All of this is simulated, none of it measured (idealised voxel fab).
The following is a process module called voxel trench capacitor.
210 nm wide, 5 nm square cells: that's cross-section cut.
A cross-section is a grid of square cells, given in bands from the top down. A band is one or more rows of cells. The entry gives the band's vertical extent as a top height and a bottom height in nm, then its horizontal make-up as materials from left to right, each with a width in nm. "blank" stands for empty space; a single material marked "edge to edge" fills the band edge to edge. Where do heights start? At 0: under that level the wafer as delivered is made of one material only. And the lowest band has no floor; it just carries on downward, as in "0 down". Width spec "30 to 40" -> top row of cells at first value, bottom row at second value, equal per-row change in between. Take "nothing got changed" at face value: in the step it is given for, the cross-section changed in none of its cells. Reported under the label "Enclosed void entries" are the empty spaces having no open way to the top and comprising 8 cells or more; the notation for each is width x height at distance, in which the distance is measured from the left edge and all three values are in nm. It should be noted that, on the line of a given step, the content following the step's settings is a remark produced by the simulator itself with respect to that step. overlay nm: right-of-plan distance of the mask on a masked step; negative values mean left-of-plan.

**Process steps foreseen in the plan**
- 1: RECEIVE [material Si]
- 2: CONFORMAL_DEP [material SiN] [thk nm 10]
- 3: DIRECTIONAL_DEP [material aC] [thk nm 10]
- 4: PATTERN [tone open] [mask id TRENCH] [material resist] [width nm 25] [pitch nm 50] [thk nm 25] [overlay nm 0]
- 5: DIRECTIONAL_ETCH [etch materials aC] [depth nm 10]
- 6: STRIP [etch materials resist]
- 7: DIRECTIONAL_ETCH [etch materials SiN] [depth nm 10]
- 8: DIRECTIONAL_ETCH [etch materials Si] [depth nm 30]
- 9: STRIP [etch materials aC]
- 10: CONFORMAL_DEP [material SiO2] [thk nm 5]
- 11: FILL_DEP [material polySi] [thk nm 5]
- 12: CMP [height nm 10]

**Wafer cross-section on receipt, i.e. after step 1**
- 0 down: Si edge to edge
- Enclosed void entries: none

**The cross-section shown corresponds to the wafer at the conclusion of the module. The initial structure and the process plan are those presented above; however, one mistake occurred in executing the plan**
- 10 to 0: 20 SiN  5 SiO2  15 polySi  5 SiO2  25 SiN  5 SiO2  15 polySi  5 SiO2  25 SiN  5 SiO2  15 polySi  5 SiO2  25 SiN  5 SiO2  15 polySi  5 SiO2  15 SiN
- 0 to -25: 20 Si  5 SiO2  15 polySi  5 SiO2  25 Si  5 SiO2  15 polySi  5 SiO2  25 Si  5 SiO2  15 polySi  5 SiO2  25 Si  5 SiO2  15 polySi  5 SiO2  15 Si
- -25 to -30: 20 Si  25 SiO2  25 Si  25 SiO2  25 Si  25 SiO2  25 Si  25 SiO2  15 Si
- -30 down: Si edge to edge
- Enclosed void entries: none
The plan and the run diverged here: contrary to plan, step 4 was performed as PATTERN [tone open] [mask id TRENCH] [material resist] [width nm 25] [pitch nm 50] [thk nm 25] [overlay nm 5]
